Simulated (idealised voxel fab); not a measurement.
process module | voxel wiring stack
Square cell edge 5 nm, section width 185 nm, ID cut.
Format of a cross-section: grid, square cells. Given as bands. Order: top down. Band: one or more rows of cells.
This entry defines a band. It first specifies the height of the band's top and the height of its bottom in nm, and then specifies the band's materials from left to right, stating each material with its width in nm. The word "throughout" identifies a single material that fills the band from edge to edge, while the word "air" identifies empty space.
The reference from which all heights are counted is 0, the level beneath which the as-received wafer is entirely one material; the lowest band, having no lower bound, proceeds downward and is written after the example "0 and below".
Graded width ("30->40"): value in top row of band = first number; value in bottom row = second number; row-to-row change constant.
"stayed the same", as given for a step, is the statement that not any cell of the cross-section underwent a change during that step.
"Enclosed void listing" means: voids of 8 cells or more that are shut off from the top with no open way through. Written width x height at distance, distance from the left edge, in nm.
Note: text after step settings on the step line = simulator remark on that step.
overlay nm: on a step with a mask, how far right of its planned place the mask lay; negative means left.
So the way this works: pairs, before and after one process step. The after picture only goes down to the lowest band that actually changed, nothing below. Step and its settings are under each pair. And watch out, pairs might come from different runs of this module, same starting wafer though, so a pair only follows on from the one above if its "Ex-ante state" entry tells you so.

EX-ANTE STATE
0 and below: Si throughout
Enclosed void listing: none

RESULTANT CROSS-SECTION
15 down to 0: SiO2 throughout
Everything below 0 is unchanged.
Enclosed void listing: none
The process step bridging the two cross-sections above: op CONFORMAL_DEP | material SiO2 | thk nm 15

Ex-ante state: as shown after the step in the preceding pair, directly above.

RESULTANT CROSS-SECTION
20 down to 15: TiN throughout
Everything below 15 is unchanged.
Enclosed void listing: none
The process step bridging the two cross-sections above: op DIRECTIONAL_DEP | material TiN | thk nm 5

Ex-ante state: as shown after the step in the preceding pair, directly above.

RESULTANT CROSS-SECTION
45 down to 20: Ru throughout
Everything below 20 is unchanged.
Enclosed void listing: none
The process step bridging the two cross-sections above: op DIRECTIONAL_DEP | material Ru | thk nm 25

Ex-ante state: as shown after the step in the preceding pair, directly above.

RESULTANT CROSS-SECTION
60 down to 45: air 30 / resist 30 / air 15 / resist 30 / air 15 / resist 30 / air 35
Everything below 45 is unchanged.
Enclosed void listing: none
The process step bridging the two cross-sections above: op PATTERN | tone cover | mask id METAL_1 | material resist | width nm 30 | pitch nm 45 | thk nm 15 | overlay nm 0

Ex-ante state: as shown after the step in the preceding pair, directly above.

RESULTANT CROSS-SECTION
60 down to 45: air 30 / resist 30 / air 15 / resist 30 / air 15 / resist 30 / air 35
45 down to 20: air 30 / Ru 30 / air 15 / Ru 30 / air 15 / Ru 30 / air 35
Everything below 20 is unchanged.
Enclosed void listing: none
The process step bridging the two cross-sections above: op DIRECTIONAL_ETCH | etch materials Ru | depth nm 25

Ex-ante state: as shown after the step in the preceding pair, directly above.

RESULTANT CROSS-SECTION
60 down to 45: air 30 / resist 30 / air 15 / resist 30 / air 15 / resist 30 / air 35
45 down to 20: air 30 / Ru 30 / air 15 / Ru 30 / air 15 / Ru 30 / air 35
20 down to 15: air 30 / TiN 30 / air 15 / TiN 30 / air 15 / TiN 30 / air 35
Everything below 15 is unchanged.
Enclosed void listing: none
The process step bridging the two cross-sections above: op DIRECTIONAL_ETCH | etch materials TiN | depth nm 5

Ex-ante state: as shown after the step in the preceding pair, directly above.

RESULTANT CROSS-SECTION
45 down to 20: air 30 / Ru 30 / air 15 / Ru 30 / air 15 / Ru 30 / air 35
Everything below 20 is unchanged.
Enclosed void listing: none
The process step bridging the two cross-sections above: op STRIP | etch materials resist

Ex-ante state: as shown after the step in the preceding pair, directly above.

RESULTANT CROSS-SECTION
50 down to 45: air 25 / SiCN 40 / air 5 / SiCN 40 / air 5 / SiCN 40 / air 30
45 down to 20: air 25 / SiCN 5 / Ru 30 / SiCN 5 / air 5 / SiCN 5 / Ru 30 / SiCN 5 / air 5 / SiCN 5 / Ru 30 / SiCN 5 / air 30
20 down to 15: SiCN 30 / TiN 30 / SiCN 15 / TiN 30 / SiCN 15 / TiN 30 / SiCN 35
Everything below 15 is unchanged.
Enclosed void listing: none
The process step bridging the two cross-sections above: op CONFORMAL_DEP | material SiCN | thk nm 5

Ex-ante state: as shown after the step in the preceding pair, directly above.

RESULTANT CROSS-SECTION
55 down to 50: SiO2 throughout
50 down to 45: SiO2 25 / SiCN 40 / SiO2 5 / SiCN 40 / SiO2 5 / SiCN 40 / SiO2 30
45 down to 20: SiO2 25 / SiCN 5 / Ru 30 / SiCN 5 / SiO2 5 / SiCN 5 / Ru 30 / SiCN 5 / SiO2 5 / SiCN 5 / Ru 30 / SiCN 5 / SiO2 30
Everything below 20 is unchanged.
Enclosed void listing: none
The process step bridging the two cross-sections above: op FILL_DEP | material SiO2 | thk nm 5

Ex-ante state: as shown after the step in the preceding pair, directly above.

RESULTANT CROSS-SECTION
45 down to 20: SiO2 25 / SiCN 5 / Ru 30 / SiCN 5 / SiO2 5 / SiCN 5 / Ru 30 / SiCN 5 / SiO2 5 / SiCN 5 / Ru 30 / SiCN 5 / SiO2 30
Everything below 20 is unchanged.
Enclosed void listing: none
The process step bridging the two cross-sections above: op CMP | height nm 45

Ex-ante state: as shown after the step in the preceding pair, directly above.

RESULTANT CROSS-SECTION
50 down to 45: SiCN throughout
Everything below 45 is unchanged.
Enclosed void listing: none
The process step bridging the two cross-sections above: op CONFORMAL_DEP | material SiCN | thk nm 5

Ex-ante state: as shown after the step in the preceding pair, directly above.

RESULTANT CROSS-SECTION
60 down to 50: lowk throughout
Everything below 50 is unchanged.
Enclosed void listing: none
The process step bridging the two cross-sections above: op DIRECTIONAL_DEP | material lowk | thk nm 10

Ex-ante state: as shown after the step in the preceding pair, directly above.

RESULTANT CROSS-SECTION
75 down to 60: aC throughout
Everything below 60 is unchanged.
Enclosed void listing: none
The process step bridging the two cross-sections above: op DIRECTIONAL_DEP | material aC | thk nm 15

Ex-ante state: as shown after the step in the preceding pair, directly above.

RESULTANT CROSS-SECTION
105 down to 75: resist 30 / air 15 / resist 75 / air 15 / resist 50
Everything below 75 is unchanged.
Enclosed void listing: none
The process step bridging the two cross-sections above: op PATTERN | tone open | mask id PLUG_1 | material resist | width nm 15 | pitch nm 90 | thk nm 30 | overlay nm 0

Ex-ante state: as shown after the step in the preceding pair, directly above.

RESULTANT CROSS-SECTION
90 down to 75: resist 30 / air 15 / resist 75 / air 15 / resist 50
75 down to 60: aC 30 / air 15 / aC 75 / air 15 / aC 50
Everything below 60 is unchanged.
Enclosed void listing: none
The process step bridging the two cross-sections above: op DIRECTIONAL_ETCH | etch materials aC | depth nm 15

Ex-ante state: as shown after the step in the preceding pair, directly above.

RESULTANT CROSS-SECTION
75 down to 60: aC 30 / air 15 / aC 75 / air 15 / aC 50
Everything below 60 is unchanged.
Enclosed void listing: none
The process step bridging the two cross-sections above: op STRIP | etch materials resist

Ex-ante state: as shown after the step in the preceding pair, directly above.

RESULTANT CROSS-SECTION
75 down to 60: aC 30 / air 15 / aC 75 / air 15 / aC 50
60 down to 50: lowk 30 / air 15 / lowk 75 / air 15 / lowk 50
Everything below 50 is unchanged.
Enclosed void listing: none
The process step bridging the two cross-sections above: op DIRECTIONAL_ETCH | etch materials lowk | depth nm 10

Ex-ante state: as shown after the step in the preceding pair, directly above.

RESULTANT CROSS-SECTION
75 down to 60: aC 30 / air 15 / aC 75 / air 15 / aC 50
60 down to 50: lowk 30 / air 15 / lowk 75 / air 15 / lowk 50
50 down to 45: SiCN 30 / air 15 / SiCN 75 / air 15 / SiCN 50
Everything below 45 is unchanged.
Enclosed void listing: none
The process step bridging the two cross-sections above: op DIRECTIONAL_ETCH | etch materials SiCN | depth nm 5

Ex-ante state: as shown after the step in the preceding pair, directly above.

RESULTANT CROSS-SECTION
60 down to 50: lowk 30 / air 15 / lowk 75 / air 15 / lowk 50
Everything below 50 is unchanged.
Enclosed void listing: none
The process step bridging the two cross-sections above: op STRIP | etch materials aC

Ex-ante state: as shown after the step in the preceding pair, directly above.

RESULTANT CROSS-SECTION
60 down to 55: lowk 30 / air 15 / lowk 75 / air 15 / lowk 50
55 down to 50: lowk 30 / Ru 15 / lowk 75 / Ru 15 / lowk 50
50 down to 45: SiCN 30 / Ru 15 / SiCN 75 / Ru 15 / SiCN 50
Everything below 45 is unchanged.
Enclosed void listing: none
The process step bridging the two cross-sections above: op EPI | material Ru | thk nm 10

Ex-ante state: as shown after the step in the preceding pair, directly above.

RESULTANT CROSS-SECTION
60 down to 50: lowk 30 / Ru 15 / lowk 75 / Ru 15 / lowk 50
Everything below 50 is unchanged.
Enclosed void listing: none
The process step bridging the two cross-sections above: op EPI | material Ru | thk nm 5

Ex-ante state: as shown after the step in the preceding pair, directly above.

RESULTANT CROSS-SECTION
65 down to 60: SiN throughout
Everything below 60 is unchanged.
Enclosed void listing: none
The process step bridging the two cross-sections above: op CONFORMAL_DEP | material SiN | thk nm 5

Ex-ante state: as shown after the step in the preceding pair, directly above.

RESULTANT CROSS-SECTION
90 down to 65: lowk throughout
Everything below 65 is unchanged.
Enclosed void listing: none
The process step bridging the two cross-sections above: op DIRECTIONAL_DEP | material lowk | thk nm 25

Ex-ante state: as shown after the step in the preceding pair, directly above.

RESULTANT CROSS-SECTION
90 down to 65: lowk 30 / air 30 / lowk 15 / air 30 / lowk 15 / air 30 / lowk 35
Everything below 65 is unchanged.
Enclosed void listing: none
The process step bridging the two cross-sections above: op MASKED_ETCH | tone open | mask id METAL_2 | width nm 30 | pitch nm 45 | etch materials lowk | depth nm 25 | overlay nm 0

Ex-ante state: as shown after the step in the preceding pair, directly above.

RESULTANT CROSS-SECTION
90 down to 65: lowk 30 / air 30 / lowk 15 / air 30 / lowk 15 / air 30 / lowk 35
65 down to 60: SiN 30 / air 30 / SiN 15 / air 30 / SiN 15 / air 30 / SiN 35
Everything below 60 is unchanged.
Enclosed void listing: none
The process step bridging the two cross-sections above: op MASKED_ETCH | tone open | mask id METAL_2 | width nm 30 | pitch nm 45 | etch materials SiN | depth nm 5 | overlay nm 0

Ex-ante state: as shown after the step in the preceding pair, directly above.

RESULTANT CROSS-SECTION
95 down to 90: TiN 35 / air 20 / TiN 25 / air 20 / TiN 25 / air 20 / TiN 40
90 down to 65: lowk 30 / TiN 5 / air 20 / TiN 5 / lowk 15 / TiN 5 / air 20 / TiN 5 / lowk 15 / TiN 5 / air 20 / TiN 5 / lowk 35
65 down to 60: SiN 30 / TiN 30 / SiN 15 / TiN 30 / SiN 15 / TiN 30 / SiN 35
Everything below 60 is unchanged.
Enclosed void listing: none
The process step bridging the two cross-sections above: op CONFORMAL_DEP | material TiN | thk nm 5

Ex-ante state: as shown after the step in the preceding pair, directly above.

RESULTANT CROSS-SECTION
100 down to 95: Cu throughout
95 down to 90: TiN 35 / Cu 20 / TiN 25 / Cu 20 / TiN 25 / Cu 20 / TiN 40
90 down to 65: lowk 30 / TiN 5 / Cu 20 / TiN 5 / lowk 15 / TiN 5 / Cu 20 / TiN 5 / lowk 15 / TiN 5 / Cu 20 / TiN 5 / lowk 35
Everything below 65 is unchanged.
Enclosed void listing: none
The process step bridging the two cross-sections above: op FILL_DEP | material Cu | thk nm 5

Ex-ante state: as shown after the step in the preceding pair, directly above.

RESULTANT CROSS-SECTION
90 down to 65: lowk 30 / TiN 5 / Cu 20 / TiN 5 / lowk 15 / TiN 5 / Cu 20 / TiN 5 / lowk 15 / TiN 5 / Cu 20 / TiN 5 / lowk 35
Everything below 65 is unchanged.
Enclosed void listing: none
The process step bridging the two cross-sections above: op CMP | height nm 90

Ex-ante state: as shown after the step in the preceding pair, directly above.

RESULTANT CROSS-SECTION
95 down to 90: air 25 / Ru 40 / air 5 / Ru 40 / air 5 / Ru 40 / air 30
Everything below 90 is unchanged.
Enclosed void listing: none
The process step bridging the two cross-sections above: op EPI | material Ru | thk nm 5

Ex-ante state: as shown after the step in the preceding pair, directly above.

RESULTANT CROSS-SECTION
100 down to 95: SiCN throughout
95 down to 90: SiCN 25 / Ru 40 / SiCN 5 / Ru 40 / SiCN 5 / Ru 40 / SiCN 30
Everything below 90 is unchanged.
Enclosed void listing: none
The process step bridging the two cross-sections above: op FILL_DEP | material SiCN | thk nm 5

Ex-ante state: as shown after the step in the preceding pair, directly above.

RESULTANT CROSS-SECTION
125 down to 100: lowk throughout
Everything below 100 is unchanged.
Enclosed void listing: none
The process step bridging the two cross-sections above: op DIRECTIONAL_DEP | material lowk | thk nm 25

Ex-ante state: as shown after the step in the preceding pair, directly above.

RESULTANT CROSS-SECTION
140 down to 125: aC throughout
Everything below 125 is unchanged.
Enclosed void listing: none
The process step bridging the two cross-sections above: op DIRECTIONAL_DEP | material aC | thk nm 15

Ex-ante state: as shown after the step in the preceding pair, directly above.

RESULTANT CROSS-SECTION
175 down to 140: resist 30 / air 15 / resist 30 / air 15 / resist 30 / air 15 / resist 50
Everything below 140 is unchanged.
Enclosed void listing: none
The process step bridging the two cross-sections above: op PATTERN | tone open | mask id METAL_3_HOLES | material resist | width nm 15 | pitch nm 45 | thk nm 35 | overlay nm 0

Ex-ante state: as shown after the step in the preceding pair, directly above.

RESULTANT CROSS-SECTION
160 down to 140: resist 30 / air 15 / resist 30 / air 15 / resist 30 / air 15 / resist 50
140 down to 125: aC 30 / air 15 / aC 30 / air 15 / aC 30 / air 15 / aC 50
Everything below 125 is unchanged.
Enclosed void listing: none
The process step bridging the two cross-sections above: op DIRECTIONAL_ETCH | etch materials aC | depth nm 15

Ex-ante state: as shown after the step in the preceding pair, directly above.

RESULTANT CROSS-SECTION
140 down to 125: aC 30 / air 15 / aC 30 / air 15 / aC 30 / air 15 / aC 50
Everything below 125 is unchanged.
Enclosed void listing: none
The process step bridging the two cross-sections above: op STRIP | etch materials resist

Ex-ante state: as shown after the step in the preceding pair, directly above.

RESULTANT CROSS-SECTION
140 down to 125: aC 30 / air 15 / aC 30 / air 15 / aC 30 / air 15 / aC 50
125 down to 100: lowk 30 / air 15 / lowk 30 / air 15 / lowk 30 / air 15 / lowk 50
Everything below 100 is unchanged.
Enclosed void listing: none
The process step bridging the two cross-sections above: op DIRECTIONAL_ETCH | etch materials lowk | depth nm 25

Ex-ante state: as shown after the step in the preceding pair, directly above.

RESULTANT CROSS-SECTION
125 down to 100: lowk 30 / air 15 / lowk 30 / air 15 / lowk 30 / air 15 / lowk 50
Everything below 100 is unchanged.
Enclosed void listing: none
The process step bridging the two cross-sections above: op STRIP | etch materials aC

Ex-ante state: as shown after the step in the preceding pair, directly above.

RESULTANT CROSS-SECTION
135 down to 125: aC 30 / air 15 / aC 30 / air 15 / aC 30 / air 15 / aC 50
125 down to 110: lowk 30 / air 15 / lowk 30 / air 15 / lowk 30 / air 15 / lowk 50
110 down to 100: lowk 30 / aC 15 / lowk 30 / aC 15 / lowk 30 / aC 15 / lowk 50
Everything below 100 is unchanged.
Enclosed void listing: none
The process step bridging the two cross-sections above: op DIRECTIONAL_DEP | material aC | thk nm 10

Ex-ante state: as shown after the step in the preceding pair, directly above.

RESULTANT CROSS-SECTION
165 down to 135: resist 30 / air 30 / resist 15 / air 30 / resist 15 / air 30 / resist 35
Everything below 135 is unchanged.
Enclosed void listing: none
The process step bridging the two cross-sections above: op PATTERN | tone open | mask id METAL_3 | material resist | width nm 30 | pitch nm 45 | thk nm 30 | overlay nm 0

Ex-ante state: as shown after the step in the preceding pair, directly above.

RESULTANT CROSS-SECTION
155 down to 135: resist 30 / air 30 / resist 15 / air 30 / resist 15 / air 30 / resist 35
135 down to 125: aC 30 / air 30 / aC 15 / air 30 / aC 15 / air 30 / aC 35
125 down to 100: lowk 30 / air 15 / lowk 30 / air 15 / lowk 30 / air 15 / lowk 50
Everything below 100 is unchanged.
Enclosed void listing: none
The process step bridging the two cross-sections above: op DIRECTIONAL_ETCH | etch materials aC | depth nm 10

Ex-ante state: as shown after the step in the preceding pair, directly above.

RESULTANT CROSS-SECTION
135 down to 125: aC 30 / air 30 / aC 15 / air 30 / aC 15 / air 30 / aC 35
Everything below 125 is unchanged.
Enclosed void listing: none
The process step bridging the two cross-sections above: op STRIP | etch materials resist

Ex-ante state: as shown after the step in the preceding pair, directly above.

RESULTANT CROSS-SECTION
135 down to 125: aC 30 / air 30 / aC 15 / air 30 / aC 15 / air 30 / aC 35
125 down to 110: lowk 30 / air 30 / lowk 15 / air 30 / lowk 15 / air 30 / lowk 35
Everything below 110 is unchanged.
Enclosed void listing: none
The process step bridging the two cross-sections above: op DIRECTIONAL_ETCH | etch materials lowk | depth nm 15

Ex-ante state: as shown after the step in the preceding pair, directly above.

RESULTANT CROSS-SECTION
135 down to 125: aC 30 / air 30 / aC 15 / air 30 / aC 15 / air 30 / aC 35
125 down to 110: lowk 30 / air 30 / lowk 15 / air 30 / lowk 15 / air 30 / lowk 35
110 down to 100: lowk 30 / air 15 / lowk 30 / air 15 / lowk 30 / air 15 / lowk 50
100 down to 95: SiCN 30 / air 15 / SiCN 30 / air 15 / SiCN 30 / air 15 / SiCN 50
Everything below 95 is unchanged.
Enclosed void listing: none
The process step bridging the two cross-sections above: op DIRECTIONAL_ETCH | etch materials SiCN | depth nm 5

Ex-ante state: as shown after the step in the preceding pair, directly above.

RESULTANT CROSS-SECTION
125 down to 110: lowk 30 / air 30 / lowk 15 / air 30 / lowk 15 / air 30 / lowk 35
Everything below 110 is unchanged.
Enclosed void listing: none
The process step bridging the two cross-sections above: op STRIP | etch materials aC

Ex-ante state: as shown after the step in the preceding pair, directly above.

RESULTANT CROSS-SECTION
130 down to 125: TiN 35 / air 20 / TiN 25 / air 20 / TiN 25 / air 20 / TiN 40
125 down to 115: lowk 30 / TiN 5 / air 20 / TiN 5 / lowk 15 / TiN 5 / air 20 / TiN 5 / lowk 15 / TiN 5 / air 20 / TiN 5 / lowk 35
115 down to 110: lowk 30 / TiN 5 / air 5 / TiN 20 / lowk 15 / TiN 5 / air 5 / TiN 20 / lowk 15 / TiN 5 / air 5 / TiN 20 / lowk 35
110 down to 100: lowk 30 / TiN 5 / air 5 / TiN 5 / lowk 30 / TiN 5 / air 5 / TiN 5 / lowk 30 / TiN 5 / air 5 / TiN 5 / lowk 50
100 down to 95: SiCN 30 / TiN 15 / SiCN 30 / TiN 15 / SiCN 30 / TiN 15 / SiCN 50
Everything below 95 is unchanged.
Enclosed void listing: none
The process step bridging the two cross-sections above: op CONFORMAL_DEP | material TiN | thk nm 5

Ex-ante state: as shown after the step in the preceding pair, directly above.

RESULTANT CROSS-SECTION
140 down to 130: Cu throughout
130 down to 125: TiN 35 / Cu 20 / TiN 25 / Cu 20 / TiN 25 / Cu 20 / TiN 40
125 down to 115: lowk 30 / TiN 5 / Cu 20 / TiN 5 / lowk 15 / TiN 5 / Cu 20 / TiN 5 / lowk 15 / TiN 5 / Cu 20 / TiN 5 / lowk 35
115 down to 110: lowk 30 / TiN 5 / Cu 5 / TiN 20 / lowk 15 / TiN 5 / Cu 5 / TiN 20 / lowk 15 / TiN 5 / Cu 5 / TiN 20 / lowk 35
110 down to 100: lowk 30 / TiN 5 / Cu 5 / TiN 5 / lowk 30 / TiN 5 / Cu 5 / TiN 5 / lowk 30 / TiN 5 / Cu 5 / TiN 5 / lowk 50
Everything below 100 is unchanged.
Enclosed void listing: none
The process step bridging the two cross-sections above: op FILL_DEP | material Cu | thk nm 10

Ex-ante state: as shown after the step in the preceding pair, directly above.

RESULTANT CROSS-SECTION
125 down to 115: lowk 30 / TiN 5 / Cu 20 / TiN 5 / lowk 15 / TiN 5 / Cu 20 / TiN 5 / lowk 15 / TiN 5 / Cu 20 / TiN 5 / lowk 35
Everything below 115 is unchanged.
Enclosed void listing: none
The process step bridging the two cross-sections above: op CMP | height nm 125

Ex-ante state: as shown after the step in the preceding pair, directly above.

RESULTANT CROSS-SECTION
130 down to 125: SiN throughout
Everything below 125 is unchanged.
Enclosed void listing: none
The process step bridging the two cross-sections above: op CONFORMAL_DEP | material SiN | thk nm 5

EX-ANTE STATE
15 down to 0: SiO2 throughout
0 and below: Si throughout
Enclosed void listing: none

RESULTANT CROSS-SECTION
40 down to 15: Ru throughout
Everything below 15 is unchanged.
Enclosed void listing: none
The process step bridging the two cross-sections above: op DIRECTIONAL_DEP | material Ru | thk nm 25

Ex-ante state: as shown after the step in the preceding pair, directly above.

RESULTANT CROSS-SECTION
55 down to 40: air 30 / resist 30 / air 15 / resist 30 / air 15 / resist 30 / air 35
Everything below 40 is unchanged.
Enclosed void listing: none
The process step bridging the two cross-sections above: op PATTERN | tone cover | mask id METAL_1 | material resist | width nm 30 | pitch nm 45 | thk nm 15 | overlay nm 0

Ex-ante state: as shown after the step in the preceding pair, directly above.

RESULTANT CROSS-SECTION
55 down to 40: air 30 / resist 30 / air 15 / resist 30 / air 15 / resist 30 / air 35
40 down to 15: air 30 / Ru 30 / air 15 / Ru 30 / air 15 / Ru 30 / air 35
Everything below 15 is unchanged.
Enclosed void listing: none
The process step bridging the two cross-sections above: op DIRECTIONAL_ETCH | etch materials Ru | depth nm 25

Ex-ante state: as shown after the step in the preceding pair, directly above.

RESULTANT CROSS-SECTION
40 down to 15: air 30 / Ru 30 / air 15 / Ru 30 / air 15 / Ru 30 / air 35
Everything below 15 is unchanged.
Enclosed void listing: none
The process step bridging the two cross-sections above: op STRIP | etch materials resist

Ex-ante state: as shown after the step in the preceding pair, directly above.

RESULTANT CROSS-SECTION
45 down to 40: air 25 / SiCN 40 / air 5 / SiCN 40 / air 5 / SiCN 40 / air 30
40 down to 20: air 25 / SiCN 5 / Ru 30 / SiCN 5 / air 5 / SiCN 5 / Ru 30 / SiCN 5 / air 5 / SiCN 5 / Ru 30 / SiCN 5 / air 30
20 down to 15: SiCN 30 / Ru 30 / SiCN 15 / Ru 30 / SiCN 15 / Ru 30 / SiCN 35
Everything below 15 is unchanged.
Enclosed void listing: none
The process step bridging the two cross-sections above: op CONFORMAL_DEP | material SiCN | thk nm 5

Ex-ante state: as shown after the step in the preceding pair, directly above.

RESULTANT CROSS-SECTION
50 down to 45: SiO2 throughout
45 down to 40: SiO2 25 / SiCN 40 / SiO2 5 / SiCN 40 / SiO2 5 / SiCN 40 / SiO2 30
40 down to 20: SiO2 25 / SiCN 5 / Ru 30 / SiCN 5 / SiO2 5 / SiCN 5 / Ru 30 / SiCN 5 / SiO2 5 / SiCN 5 / Ru 30 / SiCN 5 / SiO2 30
Everything below 20 is unchanged.
Enclosed void listing: none
The process step bridging the two cross-sections above: op FILL_DEP | material SiO2 | thk nm 5

Ex-ante state: as shown after the step in the preceding pair, directly above.

RESULTANT CROSS-SECTION
45 down to 40: SiO2 25 / SiCN 40 / SiO2 5 / SiCN 40 / SiO2 5 / SiCN 40 / SiO2 30
Everything below 40 is unchanged.
Enclosed void listing: none
The process step bridging the two cross-sections above: op CMP | height nm 45

Ex-ante state: as shown after the step in the preceding pair, directly above.

RESULTANT CROSS-SECTION
50 down to 45: SiCN throughout
Everything below 45 is unchanged.
Enclosed void listing: none
The process step bridging the two cross-sections above: op CONFORMAL_DEP | material SiCN | thk nm 5

Ex-ante state: as shown after the step in the preceding pair, directly above.

RESULTANT CROSS-SECTION
60 down to 50: lowk throughout
Everything below 50 is unchanged.
Enclosed void listing: none
The process step bridging the two cross-sections above: op DIRECTIONAL_DEP | material lowk | thk nm 10

Ex-ante state: as shown after the step in the preceding pair, directly above.

RESULTANT CROSS-SECTION
75 down to 60: aC throughout
Everything below 60 is unchanged.
Enclosed void listing: none
The process step bridging the two cross-sections above: op DIRECTIONAL_DEP | material aC | thk nm 15

Ex-ante state: as shown after the step in the preceding pair, directly above.

RESULTANT CROSS-SECTION
105 down to 75: resist 30 / air 15 / resist 75 / air 15 / resist 50
Everything below 75 is unchanged.
Enclosed void listing: none
The process step bridging the two cross-sections above: op PATTERN | tone open | mask id PLUG_1 | material resist | width nm 15 | pitch nm 90 | thk nm 30 | overlay nm 0

Ex-ante state: as shown after the step in the preceding pair, directly above.

RESULTANT CROSS-SECTION
90 down to 75: resist 30 / air 15 / resist 75 / air 15 / resist 50
75 down to 60: aC 30 / air 15 / aC 75 / air 15 / aC 50
Everything below 60 is unchanged.
Enclosed void listing: none
The process step bridging the two cross-sections above: op DIRECTIONAL_ETCH | etch materials aC | depth nm 15

Ex-ante state: as shown after the step in the preceding pair, directly above.

RESULTANT CROSS-SECTION
75 down to 60: aC 30 / air 15 / aC 75 / air 15 / aC 50
Everything below 60 is unchanged.
Enclosed void listing: none
The process step bridging the two cross-sections above: op STRIP | etch materials resist

Ex-ante state: as shown after the step in the preceding pair, directly above.

RESULTANT CROSS-SECTION
75 down to 60: aC 30 / air 15 / aC 75 / air 15 / aC 50
60 down to 50: lowk 30 / air 15 / lowk 75 / air 15 / lowk 50
Everything below 50 is unchanged.
Enclosed void listing: none
The process step bridging the two cross-sections above: op DIRECTIONAL_ETCH | etch materials lowk | depth nm 10

Ex-ante state: as shown after the step in the preceding pair, directly above.

RESULTANT CROSS-SECTION
75 down to 60: aC 30 / air 15 / aC 75 / air 15 / aC 50
60 down to 50: lowk 30 / air 15 / lowk 75 / air 15 / lowk 50
50 down to 45: SiCN 30 / air 15 / SiCN 75 / air 15 / SiCN 50
Everything below 45 is unchanged.
Enclosed void listing: none
The process step bridging the two cross-sections above: op DIRECTIONAL_ETCH | etch materials SiCN | depth nm 5

Ex-ante state: as shown after the step in the preceding pair, directly above.

RESULTANT CROSS-SECTION
60 down to 50: lowk 30 / air 15 / lowk 75 / air 15 / lowk 50
Everything below 50 is unchanged.
Enclosed void listing: none
The process step bridging the two cross-sections above: op STRIP | etch materials aC

Ex-ante state: as shown after the step in the preceding pair, directly above.

RESULTANT CROSS-SECTION
65 down to 60: SiN 35 / air 5 / SiN 85 / air 5 / SiN 55
60 down to 50: lowk 30 / SiN 5 / air 5 / SiN 5 / lowk 75 / SiN 5 / air 5 / SiN 5 / lowk 50
50 down to 45: SiCN 30 / SiN 15 / SiCN 75 / SiN 15 / SiCN 50
Everything below 45 is unchanged.
Enclosed void listing: none
The process step bridging the two cross-sections above: op CONFORMAL_DEP | material SiN | thk nm 5

Ex-ante state: as shown after the step in the preceding pair, directly above.

RESULTANT CROSS-SECTION
90 down to 75: lowk 35 / air 5 / lowk 85 / air 5 / lowk 55
75 down to 65: lowk throughout
65 down to 60: SiN 35 / lowk 5 / SiN 85 / lowk 5 / SiN 55
60 down to 50: lowk 30 / SiN 5 / lowk 5 / SiN 5 / lowk 75 / SiN 5 / lowk 5 / SiN 5 / lowk 50
Everything below 50 is unchanged.
Enclosed void listing: none
The process step bridging the two cross-sections above: op DIRECTIONAL_DEP | material lowk | thk nm 25

Ex-ante state: as shown after the step in the preceding pair, directly above.

RESULTANT CROSS-SECTION
90 down to 65: lowk 30 / air 30 / lowk 15 / air 30 / lowk 15 / air 30 / lowk 35
65 down to 60: SiN 35 / air 5 / SiN 85 / air 5 / SiN 55
60 down to 50: lowk 30 / SiN 5 / air 5 / SiN 5 / lowk 75 / SiN 5 / air 5 / SiN 5 / lowk 50
Everything below 50 is unchanged.
Enclosed void listing: none
The process step bridging the two cross-sections above: op MASKED_ETCH | tone open | mask id METAL_2 | width nm 30 | pitch nm 45 | etch materials lowk | depth nm 25 | overlay nm 0

Ex-ante state: as shown after the step in the preceding pair, directly above.

RESULTANT CROSS-SECTION
90 down to 65: lowk 30 / air 30 / lowk 15 / air 30 / lowk 15 / air 30 / lowk 35
65 down to 60: SiN 30 / air 30 / SiN 15 / air 30 / SiN 15 / air 30 / SiN 35
60 down to 50: lowk 30 / SiN 5 / air 5 / SiN 5 / lowk 75 / SiN 5 / air 5 / SiN 5 / lowk 50
50 down to 45: SiCN 30 / SiN 5 / air 5 / SiN 5 / SiCN 75 / SiN 5 / air 5 / SiN 5 / SiCN 50
Everything below 45 is unchanged.
Enclosed void listing: none
The process step bridging the two cross-sections above: op MASKED_ETCH | tone open | mask id METAL_2 | width nm 30 | pitch nm 45 | etch materials SiN | depth nm 5 | overlay nm 0

Ex-ante state: as shown after the step in the preceding pair, directly above.

RESULTANT CROSS-SECTION
95 down to 90: TiN 35 / air 20 / TiN 25 / air 20 / TiN 25 / air 20 / TiN 40
90 down to 65: lowk 30 / TiN 5 / air 20 / TiN 5 / lowk 15 / TiN 5 / air 20 / TiN 5 / lowk 15 / TiN 5 / air 20 / TiN 5 / lowk 35
65 down to 60: SiN 30 / TiN 30 / SiN 15 / TiN 30 / SiN 15 / TiN 30 / SiN 35
60 down to 50: lowk 30 / SiN 5 / TiN 5 / SiN 5 / lowk 75 / SiN 5 / TiN 5 / SiN 5 / lowk 50
50 down to 45: SiCN 30 / SiN 5 / TiN 5 / SiN 5 / SiCN 75 / SiN 5 / TiN 5 / SiN 5 / SiCN 50
Everything below 45 is unchanged.
Enclosed void listing: none
The process step bridging the two cross-sections above: op CONFORMAL_DEP | material TiN | thk nm 5

Ex-ante state: as shown after the step in the preceding pair, directly above.

RESULTANT CROSS-SECTION
100 down to 95: Cu throughout
95 down to 90: TiN 35 / Cu 20 / TiN 25 / Cu 20 / TiN 25 / Cu 20 / TiN 40
90 down to 65: lowk 30 / TiN 5 / Cu 20 / TiN 5 / lowk 15 / TiN 5 / Cu 20 / TiN 5 / lowk 15 / TiN 5 / Cu 20 / TiN 5 / lowk 35
Everything below 65 is unchanged.
Enclosed void listing: none
The process step bridging the two cross-sections above: op FILL_DEP | material Cu | thk nm 5

Ex-ante state: as shown after the step in the preceding pair, directly above.

RESULTANT CROSS-SECTION
90 down to 65: lowk 30 / TiN 5 / Cu 20 / TiN 5 / lowk 15 / TiN 5 / Cu 20 / TiN 5 / lowk 15 / TiN 5 / Cu 20 / TiN 5 / lowk 35
Everything below 65 is unchanged.
Enclosed void listing: none
The process step bridging the two cross-sections above: op CMP | height nm 90

Ex-ante state: as shown after the step in the preceding pair, directly above.

RESULTANT CROSS-SECTION
95 down to 90: air 25 / Ru 40 / air 5 / Ru 40 / air 5 / Ru 40 / air 30
Everything below 90 is unchanged.
Enclosed void listing: none
The process step bridging the two cross-sections above: op EPI | material Ru | thk nm 5
